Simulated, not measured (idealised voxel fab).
Process module heading - voxel gate over fins
Pictured: cross-section cut, 295 nm wide, on a grid of 5 nm square cells.
Square cells in a grid make up a cross-section in this document, and the grid is given as bands, listed from the top down, each one or more rows of cells.
In this notation a band is specified by the heights of its top and bottom, in that order and in nm, after which its materials appear from left to right, each paired with its width in nm. The word "edge to edge" attached to a single material means that material fills the band from edge to edge; the word "air" stands for empty space.
Basically, 0 is our baseline, since under it the wafer straight out of the box is all one material. The bottom band has no lower end and keeps on going down, so it looks like "z 0 and below".
A width given as "30..40" starts at the first number in the band's top row and ends at the second number in its bottom row, shifting by an equal amount at every step from row to row.
For the purposes of this document, the phrase "stayed the same" attached to a step denotes that no cell within the cross-section was modified by that step.
"Enclosed cavities": empty spaces of 8 cells or more with no open way to the top, each given as width x height at distance, distance from the left edge, all in nm.
Anything after a step's settings on that line? It's the simulator's own note about the step.
If you see "overlay nm" on a step's line and that step has a mask, it's telling you how far right of where it was planned the mask ended up; a negative number means it went left instead.

## So here's the lineup of process steps we planned
step 1: RECEIVE (material Si)
step 2: CONFORMAL_DEP (material SiN; thk nm 10)
step 3: MASKED_ETCH (tone cover; mask id FINS; width nm 15; pitch nm 40; etch materials SiN; depth nm 10; overlay nm 0)
step 4: MASKED_ETCH (tone cover; mask id FINS; width nm 15; pitch nm 40; etch materials Si; depth nm 35; overlay nm 0)
step 5: FILL_DEP (material SiO2; thk nm 15)
step 6: CMP (height nm 10)
step 7: SELECTIVE_ETCH (etch materials SiO2; depth nm 25)
step 8: STRIP (etch materials SiN)
step 9: CONFORMAL_DEP (material HfO2; thk nm 5)
step 10: CONFORMAL_DEP (material TiN; thk nm 5)
step 11: CONFORMAL_DEP (material TiAl; thk nm 5)
step 12: CONFORMAL_DEP (material TiN; thk nm 5)
step 13: FILL_DEP (material W; thk nm 10)
step 14: CMP (height nm 25)
step 15: CONFORMAL_DEP (material SiCN; thk nm 5)

## First wafer, two in total, run as planned

## Cross-section of the wafer at receipt, which is the condition after step 1
	z 0 and below: Si edge to edge
	Enclosed cavities: none

## The following cross-section depicts the wafer upon completion of step 2
	z 10 to 0: SiN edge to edge
	Everything below 0 is unchanged.

## The following cross-section depicts the wafer upon completion of step 3
	z 10 to 0: air 100, SiN 15, air 25, SiN 15, air 25, SiN 15, air 100
	Everything below 0 is unchanged.

## The following cross-section depicts the wafer upon completion of step 4
	z 10 to 0: air 100, SiN 15, air 25, SiN 15, air 25, SiN 15, air 100
	z 0 to -35: air 100, Si 15, air 25, Si 15, air 25, Si 15, air 100
	Everything below -35 is unchanged.

## The following cross-section depicts the wafer upon completion of step 5
	z 25 to 10: SiO2 edge to edge
	z 10 to 0: SiO2 100, SiN 15, SiO2 25, SiN 15, SiO2 25, SiN 15, SiO2 100
	z 0 to -35: SiO2 100, Si 15, SiO2 25, Si 15, SiO2 25, Si 15, SiO2 100
	Everything below -35 is unchanged.

## The following cross-section depicts the wafer upon completion of step 6
	z 10 to 0: SiO2 100, SiN 15, SiO2 25, SiN 15, SiO2 25, SiN 15, SiO2 100
	Everything below 0 is unchanged.

## The following cross-section depicts the wafer upon completion of step 7
	z 10 to 0: air 100, SiN 15, air 25, SiN 15, air 25, SiN 15, air 100
	z 0 to -15: air 100, Si 15, air 25, Si 15, air 25, Si 15, air 100
	Everything below -15 is unchanged.

## The following cross-section depicts the wafer upon completion of step 8
	z 0 to -15: air 100, Si 15, air 25, Si 15, air 25, Si 15, air 100
	Everything below -15 is unchanged.

## The following cross-section depicts the wafer upon completion of step 9
	z 5 to 0: air 95, HfO2 25, air 15, HfO2 25, air 15, HfO2 25, air 95
	z 0 to -10: air 95, HfO2 5, Si 15, HfO2 5, air 15, HfO2 5, Si 15, HfO2 5, air 15, HfO2 5, Si 15, HfO2 5, air 95
	z -10 to -15: HfO2 100, Si 15, HfO2 25, Si 15, HfO2 25, Si 15, HfO2 100
	Everything below -15 is unchanged.

## The following cross-section depicts the wafer upon completion of step 10
	z 10 to 5: air 90, TiN 35, air 5, TiN 35, air 5, TiN 35, air 90
	z 5 to 0: air 90, TiN 5, HfO2 25, TiN 5, air 5, TiN 5, HfO2 25, TiN 5, air 5, TiN 5, HfO2 25, TiN 5, air 90
	z 0 to -5: air 90, TiN 5, HfO2 5, Si 15, HfO2 5, TiN 5, air 5, TiN 5, HfO2 5, Si 15, HfO2 5, TiN 5, air 5, TiN 5, HfO2 5, Si 15, HfO2 5, TiN 5, air 90
	z -5 to -10: TiN 95, HfO2 5, Si 15, HfO2 5, TiN 15, HfO2 5, Si 15, HfO2 5, TiN 15, HfO2 5, Si 15, HfO2 5, TiN 95
	Everything below -10 is unchanged.

## The following cross-section depicts the wafer upon completion of step 11
	z 15 to 10: air 85, TiAl 125, air 85
	z 10 to 5: air 85, TiAl 5, TiN 35, TiAl 5, TiN 35, TiAl 5, TiN 35, TiAl 5, air 85
	z 5 to 0: air 85, TiAl 5, TiN 5, HfO2 25, TiN 5, TiAl 5, TiN 5, HfO2 25, TiN 5, TiAl 5, TiN 5, HfO2 25, TiN 5, TiAl 5, air 85
	z 0 to -5: TiAl 90, TiN 5, HfO2 5, Si 15, HfO2 5, TiN 5, TiAl 5, TiN 5, HfO2 5, Si 15, HfO2 5, TiN 5, TiAl 5, TiN 5, HfO2 5, Si 15, HfO2 5, TiN 5, TiAl 90
	Everything below -5 is unchanged.

## The following cross-section depicts the wafer upon completion of step 12
	z 20 to 15: air 80, TiN 135, air 80
	z 15 to 10: air 80, TiN 5, TiAl 125, TiN 5, air 80
	z 10 to 5: air 80, TiN 5, TiAl 5, TiN 35, TiAl 5, TiN 35, TiAl 5, TiN 35, TiAl 5, TiN 5, air 80
	z 5 to 0: TiN 85, TiAl 5, TiN 5, HfO2 25, TiN 5, TiAl 5, TiN 5, HfO2 25, TiN 5, TiAl 5, TiN 5, HfO2 25, TiN 5, TiAl 5, TiN 85
	Everything below 0 is unchanged.

## The following cross-section depicts the wafer upon completion of step 13
	z 30 to 20: W edge to edge
	z 20 to 15: W 80, TiN 135, W 80
	z 15 to 10: W 80, TiN 5, TiAl 125, TiN 5, W 80
	z 10 to 5: W 80, TiN 5, TiAl 5, TiN 35, TiAl 5, TiN 35, TiAl 5, TiN 35, TiAl 5, TiN 5, W 80
	Everything below 5 is unchanged.

## The following cross-section depicts the wafer upon completion of step 14
	z 25 to 20: W edge to edge
	Everything below 20 is unchanged.

## The following cross-section depicts the wafer upon completion of step 15
	z 30 to 25: SiCN edge to edge
	Everything below 25 is unchanged.

## Wafer two: like wafer one in start and plan, but with one mistake in execution; identical up to and including step 9

## Cross-section, second wafer, at the end time the plan gives for step 10
	z 10 to 5: air 90, TiAl 35, air 5, TiAl 35, air 5, TiAl 35, air 90
	z 5 to 0: air 90, TiAl 5, HfO2 25, TiAl 5, air 5, TiAl 5, HfO2 25, TiAl 5, air 5, TiAl 5, HfO2 25, TiAl 5, air 90
	z 0 to -5: air 90, TiAl 5, HfO2 5, Si 15, HfO2 5, TiAl 5, air 5, TiAl 5, HfO2 5, Si 15, HfO2 5, TiAl 5, air 5, TiAl 5, HfO2 5, Si 15, HfO2 5, TiAl 5, air 90
	z -5 to -10: TiAl 95, HfO2 5, Si 15, HfO2 5, TiAl 15, HfO2 5, Si 15, HfO2 5, TiAl 15, HfO2 5, Si 15, HfO2 5, TiAl 95
	Everything below -10 is unchanged.

## Cross-section, second wafer, at the end time the plan gives for step 11
	z 15 to 10: air 85, TiN 125, air 85
	z 10 to 5: air 85, TiN 5, TiAl 35, TiN 5, TiAl 35, TiN 5, TiAl 35, TiN 5, air 85
	z 5 to 0: air 85, TiN 5, TiAl 5, HfO2 25, TiAl 5, TiN 5, TiAl 5, HfO2 25, TiAl 5, TiN 5, TiAl 5, HfO2 25, TiAl 5, TiN 5, air 85
	z 0 to -5: TiN 90, TiAl 5, HfO2 5, Si 15, HfO2 5, TiAl 5, TiN 5, TiAl 5, HfO2 5, Si 15, HfO2 5, TiAl 5, TiN 5, TiAl 5, HfO2 5, Si 15, HfO2 5, TiAl 5, TiN 90
	Everything below -5 is unchanged.

## Cross-section, second wafer, at the end time the plan gives for step 12
	z 20 to 10: air 80, TiN 135, air 80
	z 10 to 5: air 80, TiN 10, TiAl 35, TiN 5, TiAl 35, TiN 5, TiAl 35, TiN 10, air 80
	z 5 to 0: TiN 90, TiAl 5, HfO2 25, TiAl 5, TiN 5, TiAl 5, HfO2 25, TiAl 5, TiN 5, TiAl 5, HfO2 25, TiAl 5, TiN 90
	Everything below 0 is unchanged.

## Cross-section, second wafer, at the end time the plan gives for step 13
	z 30 to 20: W edge to edge
	z 20 to 10: W 80, TiN 135, W 80
	z 10 to 5: W 80, TiN 10, TiAl 35, TiN 5, TiAl 35, TiN 5, TiAl 35, TiN 10, W 80
	Everything below 5 is unchanged.

## Cross-section, second wafer, at the end time the plan gives for step 14
	z 25 to 20: W edge to edge
	Everything below 20 is unchanged.

## Cross-section, second wafer, at the end time the plan gives for step 15
	z 30 to 25: SiCN edge to edge
	Everything below 25 is unchanged.
So what did we get wrong on this run? order of steps 10 and 11 inverted relative to the plan
End check, counted in cells, second wafer has more or fewer of these materials than the first: TiAl: 6 more, TiN: 6 fewer
